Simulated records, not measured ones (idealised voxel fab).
process module | voxel self aligned contacts
cross-section cut | 280 nm wide | cells 5 nm
A cross-section is a grid of square cells, given in bands from the top down. A band is one or more rows of cells.
Each band's line starts with the height of the band's top and of its bottom, in nm. Then come its materials from left to right, each with its width in nm. One material with "throughout" fills the band from edge to edge. "air" is empty space.
Height 0 is the level under which the wafer as received is all one material. The lowest band goes on downwards, as in "0 down".
A width such as "30 to 40" changes by the same amount from each row of cells to the next, from the band's top row to its bottom row.
"no change" after a step means that no cell of the cross-section changed.
closed voids: empty space of 8 cells or more with no open way to the top, each as width x height at its distance from the left edge, in nm
after a step's settings: what the simulator itself notes on the step
overlay nm, on a step with a mask: how far to the right of its planned place the mask lay; to the left if negative
plan
1 op RECEIVE | material Si
2 op OXIDIZE | depth nm 5
3 op DIRECTIONAL_DEP | material polySi | thk nm 20
4 op DIRECTIONAL_DEP | material SiN | thk nm 25
5 op DIRECTIONAL_DEP | material aC | thk nm 10
6 op PATTERN | tone cover | mask id GATE | material resist | width nm 30 | pitch nm 75 | thk nm 25 | overlay nm 0
7 op DIRECTIONAL_ETCH | etch materials aC | depth nm 10
8 op STRIP | etch materials resist
9 op DIRECTIONAL_ETCH | etch materials SiN | depth nm 25
10 op DIRECTIONAL_ETCH | etch materials polySi | depth nm 20
11 op STRIP | etch materials aC
12 op CONFORMAL_DEP | material SiN | thk nm 10
13 op DIRECTIONAL_ETCH | etch materials SiN | depth nm 10
14 op FILL_DEP | material SiO2 | thk nm 15
15 op CMP | height nm 55
16 op PATTERN | tone open | mask id CONTACT | material resist | width nm 55 | thk nm 15 | overlay nm 0
17 op DIRECTIONAL_ETCH | etch materials SiO2 | depth nm 60
18 op STRIP | etch materials resist
19 op CONFORMAL_DEP | material TiN | thk nm 5
20 op FILL_DEP | material W | thk nm 10
21 op CMP | height nm 55
22 op CONFORMAL_DEP | material SiCN | thk nm 5
as received, after step 1
  0 down: Si throughout
  closed voids: none
first wafer at the end, as planned
  60 to 55: SiCN throughout
  55 to 45: SiO2 110 | TiN 5 to 20 | W 45 to 15 | TiN 5 to 20 | SiO2 115
  45 to 20: SiO2 75 | SiN 50 | TiN 5 | W 15 | TiN 5 | SiN 50 | SiO2 80
  20 to 0: SiO2 75 | SiN 10 | polySi 30 | SiN 10 | TiN 5 | W 15 | TiN 5 | SiN 10 | polySi 30 | SiN 10 | SiO2 80
  0 to -5: SiO2 125 | TiN 25 | SiO2 130
  -5 down: Si throughout
  closed voids: none
second wafer at the end: like start, like plan, one mistake
  60 to 55: SiCN throughout
  55 to 45: SiO2 110 | TiN 5 to 20 | W 45 to 15 | TiN 5 to 20 | SiO2 115
  45 to 20: SiO2 75 | SiN 50 | TiN 5 | W 15 | TiN 5 | SiN 50 | SiO2 80
  20 to 5: SiO2 75 | SiN 10 | polySi 30 | SiN 10 | TiN 5 | W 15 | TiN 5 | SiN 10 | polySi 30 | SiN 10 | SiO2 80
  5 to 0: SiO2 75 | SiN 10 | polySi 30 | SiN 10 | TiN 25 | SiN 10 | polySi 30 | SiN 10 | SiO2 80
  0 down: Si throughout
  closed voids: none
what went wrong: step 2 was left out
at the end the second wafer has, in cells: 56 more of Si | 51 fewer of SiO2 | 2 fewer of TiN | 3 fewer of W
